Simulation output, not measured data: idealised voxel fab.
Process module in this document: voxel air gaps
It is cross-section cut that appears here, measuring 210 nm in width, its square cells being 5 nm in size.
Just so we're on the same page, the cross-sections are grids of square cells, and they're listed out in bands top to bottom, each band one or more rows deep. Band: top height; bottom height; in nm. Then, left to right: material with width in nm, for each material. "everywhere": a single material spanning edge to edge. "air": empty space. Beneath 0, the wafer as received is one material, and that level is where height counting begins. The lowest band goes on downward without a bottom; it is written like "0 -> down". With a width like "30->40", each row of cells in the band differs from the next by the same amount, the top row carrying the first number and the bottom row the second. You'll sometimes find "stayed the same" written for a step, and that's the way of saying that nowhere in the cross-section did a cell change during that step. Listed in "Closed void inventory": every empty space of 8 or more cells without an open way to the top. Form: width x height at distance, the distance being from the left edge, all in nm. Note: text after step settings on the step line = simulator remark on that step. overlay nm: for a step with a mask, the amount by which the mask lay right of where it was planned; a negative amount means left of it.

# Planned step list for the process
1,RECEIVE [material Si]
2,CONFORMAL_DEP [material SiO2] [thk nm 10]
3,CONFORMAL_DEP [material SiN] [thk nm 5]
4,DIRECTIONAL_DEP [material SiO2] [thk nm 30]
5,PATTERN [tone open] [mask id LINES] [material resist] [width nm 20] [pitch nm 45] [thk nm 20] [overlay nm 0]
6,DIRECTIONAL_ETCH [etch materials SiO2] [depth nm 30]
7,STRIP [etch materials resist]
8,CONFORMAL_DEP [material TiN] [thk nm 5]
9,FILL_DEP [material Cu] [thk nm 10]
10,CMP [height nm 45]
11,EPI [material Ru] [thk nm 10]
12,SELECTIVE_ETCH [etch materials SiO2] [depth nm 40]
13,CONFORMAL_DEP [material SiCN] [thk nm 5]

# Cross-section, incoming material, after step 1
	0 -> down  Si everywhere
	Closed void inventory: none

# Starting structure and process plan are as shown above, but one mistake was made in running the module; the wafer cross-section at the end of the module follows
	60 -> 55  air 15 | SiCN 180 | air 15
	55 -> 45  air 15 | SiCN 5 | Ru 35 | SiCN 10 | Ru 35 | SiCN 10 | Ru 35 | SiCN 10 | Ru 35 | SiCN 5 | air 15
	45 -> 40  air 15 | SiCN 15 | TiN 5 | Cu 5 | TiN 5 | SiCN 30 | TiN 5 | Cu 5 | TiN 5 | SiCN 30 | TiN 5 | Cu 5 | TiN 5 | SiCN 30 | TiN 5 | Cu 5 | TiN 5 | SiCN 15 | air 15
	40 -> 20  air 25 | SiCN 5 | TiN 5 | Cu 5 | TiN 5 | SiCN 5 | air 20 | SiCN 5 | TiN 5 | Cu 5 | TiN 5 | SiCN 5 | air 20 | SiCN 5 | TiN 5 | Cu 5 | TiN 5 | SiCN 5 | air 20 | SiCN 5 | TiN 5 | Cu 5 | TiN 5 | SiCN 5 | air 25
	20 -> 15  SiCN 30 | TiN 15 | SiCN 30 | TiN 15 | SiCN 30 | TiN 15 | SiCN 30 | TiN 15 | SiCN 30
	15 -> 10  SiN everywhere
	10 -> 0  SiO2 everywhere
	0 -> down  Si everywhere
	Closed void inventory: 20 x 20 at 50; 20 x 20 at 95; 20 x 20 at 140
Where did the run depart from the plan? for step 5, the planned setting was not used; the step was instead run as PATTERN [tone open] [mask id LINES] [material resist] [width nm 15] [pitch nm 45] [thk nm 20] [overlay nm 0]
